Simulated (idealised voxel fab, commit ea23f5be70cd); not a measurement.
You're looking at the process module voxel self aligned vias.
We display cut, a cross-section 275 nm in width whose square cells are each 5 nm.
How to read a cross-section here: the picture is a grid of square cells, written as bands going from the top down, and any band can span one or more rows of cells. Read a band's entry like this: the first values are the height of its top and the height of its bottom in nm, and what follows is the sequence of materials from left to right, each with its width in nm. Note that "air" is empty space, and that a single material marked "full width" reaches across the band from edge to edge. Heads up on the height convention: 0 is the point under which the incoming wafer is all one material, and the lowest band has no bottom, it just keeps going down, like "0 down". Per-row width for "30->40": begins at first number (top row of band), ends at second number (bottom row), increment between rows held constant. "no modification" for a step: no cell of the cross-section changed in that step. Empty spaces without an open route to the top, at least 8 cells in extent, make up the entry "Catalogued sealed voids"; each is given as width x height at distance, where the distance is measured from the left edge, and all are in nm. Step line, after settings: the simulator's comment on this step. "overlay nm" on a masked step: distance the mask lay right of its planned place, negative for left.

[Below is the list of planned process steps]
step 1: RECEIVE | material Si
step 2: CONFORMAL_DEP | material SiO2 | thk nm 15
step 3: CONFORMAL_DEP | material SiCN | thk nm 5
step 4: DIRECTIONAL_DEP | material SiO2 | thk nm 30
step 5: DIRECTIONAL_DEP | material aC | thk nm 15
step 6: PATTERN | tone open | mask id LINES | material resist | width nm 20 | pitch nm 65 | thk nm 35 | overlay nm 0
step 7: DIRECTIONAL_ETCH | etch materials aC | depth nm 15
step 8: STRIP | etch materials resist
step 9: DIRECTIONAL_ETCH | etch materials SiO2 | depth nm 30
step 10: STRIP | etch materials aC
step 11: CONFORMAL_DEP | material TiN | thk nm 5
step 12: FILL_DEP | material W | thk nm 5
step 13: CMP | height nm 50
step 14: SELECTIVE_ETCH | etch materials W Ru TiN | depth nm 5
step 15: FILL_DEP | material SiN | thk nm 10
step 16: CMP | height nm 50
step 17: DIRECTIONAL_DEP | material SiO2 | thk nm 15
step 18: DIRECTIONAL_DEP | material aC | thk nm 15
step 19: PATTERN | tone open | mask id VIAS | material resist | width nm 40 | pitch nm 130 | thk nm 35 | overlay nm 0
step 20: DIRECTIONAL_ETCH | etch materials aC | depth nm 15
step 21: STRIP | etch materials resist
step 22: DIRECTIONAL_ETCH | etch materials SiO2 | depth nm 15
step 23: DIRECTIONAL_ETCH | etch materials SiN | depth nm 5
step 24: STRIP | etch materials aC
step 25: CONFORMAL_DEP | material TiN | thk nm 5
step 26: FILL_DEP | material Cu | thk nm 5
step 27: CMP | height nm 65
step 28: CONFORMAL_DEP | material SiCN | thk nm 5

[Step 1 complete: cross-section of the wafer as received]
    0 down | Si full width
    Catalogued sealed voids: none

[Sectioned view, first of two wafers, at the close of the module, processed as intended in the plan]
    70 to 65 | SiCN full width
    65 to 55 | 50 of SiO2 / 5 of TiN / 30 of Cu / 5 of TiN / 90 of SiO2 / 5 of TiN / 30 of Cu / 5 of TiN / 55 of SiO2
    55 to 50 | 50 of SiO2 / 15 of TiN / 10 of Cu / 15 of TiN / 90 of SiO2 / 15 of TiN / 10 of Cu / 15 of TiN / 55 of SiO2
    50 to 45 | 60 of SiO2 / 20 of TiN / 45 of SiO2 / 20 of SiN / 45 of SiO2 / 20 of TiN / 65 of SiO2
    45 to 25 | 60 of SiO2 / 5 of TiN / 10 of W / 5 of TiN / 45 of SiO2 / 5 of TiN / 10 of W / 5 of TiN / 45 of SiO2 / 5 of TiN / 10 of W / 5 of TiN / 65 of SiO2
    25 to 20 | 60 of SiO2 / 20 of TiN / 45 of SiO2 / 20 of TiN / 45 of SiO2 / 20 of TiN / 65 of SiO2
    20 to 15 | SiCN full width
    15 to 0 | SiO2 full width
    0 down | Si full width
    Catalogued sealed voids: none

[So this is wafer number two of the two, cut at the end of the module - it started where the first did and had the same plan, we just got one thing wrong running it]
    70 to 65 | SiCN full width
    65 to 55 | 55 of SiO2 / 5 of TiN / 20 of Cu / 5 of TiN / 100 of SiO2 / 5 of TiN / 20 of Cu / 5 of TiN / 60 of SiO2
    55 to 50 | 55 of SiO2 / 10 of TiN / 10 of Cu / 10 of TiN / 100 of SiO2 / 10 of TiN / 10 of Cu / 10 of TiN / 60 of SiO2
    50 to 45 | 60 of SiO2 / 20 of TiN / 45 of SiO2 / 20 of SiN / 45 of SiO2 / 20 of TiN / 65 of SiO2
    45 to 25 | 60 of SiO2 / 5 of TiN / 10 of W / 5 of TiN / 45 of SiO2 / 5 of TiN / 10 of W / 5 of TiN / 45 of SiO2 / 5 of TiN / 10 of W / 5 of TiN / 65 of SiO2
    25 to 20 | 60 of SiO2 / 20 of TiN / 45 of SiO2 / 20 of TiN / 45 of SiO2 / 20 of TiN / 65 of SiO2
    20 to 15 | SiCN full width
    15 to 0 | SiO2 full width
    0 down | Si full width
    Catalogued sealed voids: none
Plan not followed: it should be noted that step 19 was executed with settings other than those planned, the operation and settings actually applied being PATTERN | tone open | mask id VIAS | material resist | width nm 30 | pitch nm 130 | thk nm 35 | overlay nm 0
Upon completion, the second wafer contains, in terms of cells, a greater or smaller amount of certain materials than the first wafer: Cu: 8 fewer; SiO2: 12 more; TiN: 4 fewer
